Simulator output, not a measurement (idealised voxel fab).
The following is a process module called voxel self aligned contacts.
We display cut, a cross-section 295 nm in width whose square cells are each 5 nm.
For the purposes of this document, a cross-section shall be understood as a grid of square cells, specified as bands listed in top-to-bottom order, each band consisting of one or more rows of cells.
This entry defines a band. It first specifies the height of the band's top and the height of its bottom in nm, and then specifies the band's materials from left to right, stating each material with its width in nm. The word "everywhere" identifies a single material that fills the band from edge to edge, while the word "empty" identifies empty space.
Beneath 0, the wafer as received is one material, and that level is where height counting begins. The lowest band goes on downward without a bottom; it is written like "0 and below".
Read "30->40" as a graded width: first number on top, second number at the bottom, same change between each pair of neighbouring rows.
A step reported as "remained the same" is a step in which no cell of the cross-section changed.
"Closed void register" - sealed voids, min. 8 cells, no opening to top; format: width x height at distance (distance from left edge; nm throughout).
Past the settings on a step's line: simulator remark, on that step.
The optional step-line setting "overlay nm" applies to steps with a mask and quantifies how far to the right of its planned location the mask lay, a negative value indicating leftward placement.
List of planned process steps:
1. RECEIVE, material Si
2. OXIDIZE, depth nm 5
3. DIRECTIONAL_DEP, material polySi, thk nm 30
4. DIRECTIONAL_DEP, material SiN, thk nm 20
5. PATTERN, tone cover, mask id GATE, material resist, width nm 30, pitch nm 65, thk nm 15, overlay nm 0
6. DIRECTIONAL_ETCH, etch materials SiN, depth nm 20
7. DIRECTIONAL_ETCH, etch materials polySi, depth nm 30
8. STRIP, etch materials resist
9. CONFORMAL_DEP, material SiN, thk nm 5
10. DIRECTIONAL_ETCH, etch materials SiN, depth nm 5
11. FILL_DEP, material SiO2, thk nm 15
12. CMP, height nm 60
13. PATTERN, tone open, mask id CONTACT, material resist, width nm 45, thk nm 20, overlay nm 0
14. DIRECTIONAL_ETCH, etch materials SiO2, depth nm 65
15. STRIP, etch materials resist
16. CONFORMAL_DEP, material TiN, thk nm 5
17. FILL_DEP, material Ru, thk nm 10
18. CMP, height nm 60
19. CONFORMAL_DEP, material SiCN, thk nm 5
Step 1 complete: cross-section of the wafer as received:
> 0 and below  Si everywhere
> Closed void register: none
Post-module cross-section of the first of two wafers (run per plan):
> 65 down to 60  SiCN everywhere
> 60 down to 50  SiO2=125  TiN=5->15  Ru=35->15  TiN=5->15  SiO2=125
> 50 down to 30  SiO2=95  SiN=40  TiN=5  Ru=15  TiN=5  SiN=40  SiO2=95
> 30 down to 0  SiO2=95  SiN=5  polySi=30  SiN=5  TiN=5  Ru=15  TiN=5  SiN=5  polySi=30  SiN=5  SiO2=95
> 0 down to -5  SiO2=135  TiN=25  SiO2=135
> -5 and below  Si everywhere
> Closed void register: none
Wafer two (of two), end-of-module cross-section: start = wafer one, plan = wafer one, one run mistake:
> 65 down to 60  SiCN everywhere
> 60 down to 35  SiO2=95  SiN=5  polySi=30  SiN=5  TiN=5  Ru=15  TiN=5  SiN=5  polySi=30  SiN=5  SiO2=95
> 35 down to 30  SiO2=95  SiN=5  polySi=30  SiN=5  TiN=25  SiN=5  polySi=30  SiN=5  SiO2=95
> 30 down to 0  polySi everywhere
> 0 down to -5  SiO2 everywhere
> -5 and below  Si everywhere
> Closed void register: none
Deviation from plan: heads up, step 3 of the plan got done twice
Once processing is complete, comparing cell counts shows that the second wafer has more or fewer of certain materials than the first: 25 fewer of Ru, 64 fewer of SiN, 247 fewer of SiO2, 18 fewer of TiN, 354 more of polySi
